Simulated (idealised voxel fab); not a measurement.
Process module heading - voxel wiring stack
This is section cut - it's 285 nm across, gridded in 5 nm square cells.
Cross-section, as written here: a square-cell grid given band by band from the top down, where a band holds one or more rows of cells.
Per band: top height and bottom height in nm, followed by the left-to-right materials and their widths in nm; "everywhere" marks a single material spanning edge to edge, "blank" marks empty space.
Convention: height 0 is the level below which the wafer, as received, is all one material. The lowest band does not terminate at the bottom but continues downward, represented as "0 -> down".
A two-number width, for instance "30..40", indicates that the width is equal to the first number in the top row of the band and to the second number in the bottom row, and that it changes by a constant amount per row of cells.
Key: "no modification" - step with no changed cell in the cross-section.
"Closed void inventory" - sealed voids, min. 8 cells, no opening to top; format: width x height at distance (distance from left edge; nm throughout).
The remark found on a step's line after its settings is issued by the simulator itself and pertains to that step.
When a step includes a mask, the "overlay nm" setting on its line states how far to the right of its planned place that mask lay, and negative values state how far to the left.
Here's what the planned process steps look like:
1) RECEIVE [material Si]
2) CONFORMAL_DEP [material SiO2] [thk nm 15]
3) DIRECTIONAL_DEP [material TiN] [thk nm 5]
4) DIRECTIONAL_DEP [material Ru] [thk nm 15]
5) PATTERN [tone cover] [mask id METAL_1] [material resist] [width nm 30] [pitch nm 45] [thk nm 15] [overlay nm 0]
6) DIRECTIONAL_ETCH [etch materials Ru] [depth nm 15]
7) DIRECTIONAL_ETCH [etch materials TiN] [depth nm 5]
8) STRIP [etch materials resist]
9) CONFORMAL_DEP [material SiCN] [thk nm 5]
10) FILL_DEP [material SiO2] [thk nm 10]
11) CMP [height nm 35]
12) CONFORMAL_DEP [material SiCN] [thk nm 5]
13) DIRECTIONAL_DEP [material lowk] [thk nm 20]
14) DIRECTIONAL_DEP [material aC] [thk nm 10]
15) PATTERN [tone open] [mask id PLUG_1] [material resist] [width nm 15] [thk nm 25] [overlay nm 0]
16) DIRECTIONAL_ETCH [etch materials aC] [depth nm 10]
17) STRIP [etch materials resist]
18) DIRECTIONAL_ETCH [etch materials lowk] [depth nm 20]
19) DIRECTIONAL_ETCH [etch materials SiCN] [depth nm 5]
20) STRIP [etch materials aC]
21) CONFORMAL_DEP [material TiN] [thk nm 5]
22) FILL_DEP [material W] [thk nm 10]
23) CMP [height nm 60]
24) CONFORMAL_DEP [material SiCN] [thk nm 5]
25) DIRECTIONAL_DEP [material SiO2] [thk nm 15]
26) MASKED_ETCH [tone open] [mask id METAL_2] [width nm 30] [pitch nm 45] [etch materials SiO2] [depth nm 15] [overlay nm 0]
27) MASKED_ETCH [tone open] [mask id METAL_2] [width nm 30] [pitch nm 45] [etch materials SiCN] [depth nm 5] [overlay nm 0]
28) CONFORMAL_DEP [material TiN] [thk nm 5]
29) FILL_DEP [material Cu] [thk nm 10]
30) CMP [height nm 80]
31) CONFORMAL_DEP [material SiCN] [thk nm 5]
32) DIRECTIONAL_DEP [material lowk] [thk nm 10]
33) MASKED_ETCH [tone open] [mask id PLUG_2] [width nm 15] [etch materials lowk] [depth nm 10] [overlay nm 0]
34) MASKED_ETCH [tone open] [mask id PLUG_2] [width nm 15] [etch materials SiCN] [depth nm 5] [overlay nm 0]
35) EPI [material Ru] [thk nm 10]
36) EPI [material Ru] [thk nm 5]
37) CONFORMAL_DEP [material SiN] [thk nm 5]
38) DIRECTIONAL_DEP [material SiO2] [thk nm 15]
39) DIRECTIONAL_DEP [material aC] [thk nm 15]
40) PATTERN [tone open] [mask id METAL_3] [material resist] [width nm 30] [pitch nm 45] [thk nm 35] [overlay nm 0]
41) DIRECTIONAL_ETCH [etch materials aC] [depth nm 15]
42) STRIP [etch materials resist]
43) DIRECTIONAL_ETCH [etch materials SiO2] [depth nm 15]
44) DIRECTIONAL_ETCH [etch materials SiN] [depth nm 5]
45) STRIP [etch materials aC]
46) CONFORMAL_DEP [material TiN] [thk nm 5]
47) FILL_DEP [material Ru] [thk nm 10]
48) CMP [height nm 115]
49) CONFORMAL_DEP [material SiCN] [thk nm 5]
50) DIRECTIONAL_DEP [material lowk] [thk nm 30]
51) PATTERN [tone open] [mask id METAL_4_HOLES] [material resist] [width nm 15] [thk nm 20] [overlay nm 0]
52) DIRECTIONAL_ETCH [etch materials lowk] [depth nm 30]
53) STRIP [etch materials resist]
54) PATTERN [tone open] [mask id METAL_4] [material resist] [width nm 30] [pitch nm 45] [thk nm 15] [overlay nm 0]
55) DIRECTIONAL_ETCH [etch materials lowk] [depth nm 20]
56) DIRECTIONAL_ETCH [etch materials SiCN] [depth nm 5]
57) STRIP [etch materials resist]
58) CONFORMAL_DEP [material TiN] [thk nm 5]
59) FILL_DEP [material Cu] [thk nm 5]
60) CMP [height nm 150]
61) CONFORMAL_DEP [material SiN] [thk nm 5]
Wafer cross-section on receipt, i.e. after step 1:
> 0 -> down | Si everywhere
> Closed void inventory: none
End state of the module in cross-section, given the above starting point and plan and one mistake in execution:
> 155 -> 150 | SiN everywhere
> 150 -> 135 | 105 nm lowk  5 nm TiN  20 nm Cu  5 nm TiN  15 nm lowk  5 nm TiN  20 nm Cu  5 nm TiN  105 nm lowk
> 135 -> 130 | 105 nm lowk  5 nm TiN  5 nm Cu  20 nm TiN  15 nm lowk  30 nm TiN  105 nm lowk
> 130 -> 120 | 105 nm lowk  5 nm TiN  5 nm Cu  5 nm TiN  165 nm lowk
> 120 -> 115 | 105 nm SiCN  15 nm TiN  165 nm SiCN
> 115 -> 110 | 105 nm SiN  30 nm TiN  15 nm SiN  30 nm TiN  105 nm SiN
> 110 -> 95 | SiN everywhere
> 95 -> 85 | 105 nm lowk  15 nm Ru  165 nm lowk
> 85 -> 80 | 105 nm SiCN  15 nm Ru  165 nm SiCN
> 80 -> 65 | 105 nm SiO2  5 nm TiN  20 nm Cu  5 nm TiN  15 nm SiO2  5 nm TiN  20 nm Cu  5 nm TiN  105 nm SiO2
> 65 -> 60 | 105 nm SiCN  30 nm TiN  15 nm SiCN  30 nm TiN  105 nm SiCN
> 60 -> 40 | 105 nm lowk  5 nm TiN  5 nm W  5 nm TiN  165 nm lowk
> 40 -> 35 | 105 nm SiCN  15 nm TiN  165 nm SiCN
> 35 -> 20 | 100 nm SiO2  5 nm SiCN  30 nm Ru  5 nm SiCN  5 nm SiO2  5 nm SiCN  30 nm Ru  5 nm SiCN  100 nm SiO2
> 20 -> 15 | 105 nm SiCN  30 nm TiN  15 nm SiCN  30 nm TiN  105 nm SiCN
> 15 -> 0 | SiO2 everywhere
> 0 -> down | Si everywhere
> Closed void inventory: none
Error vs. plan: step 38 deviated from plan and actually ran as DIRECTIONAL_DEP [material SiN] [thk nm 15]
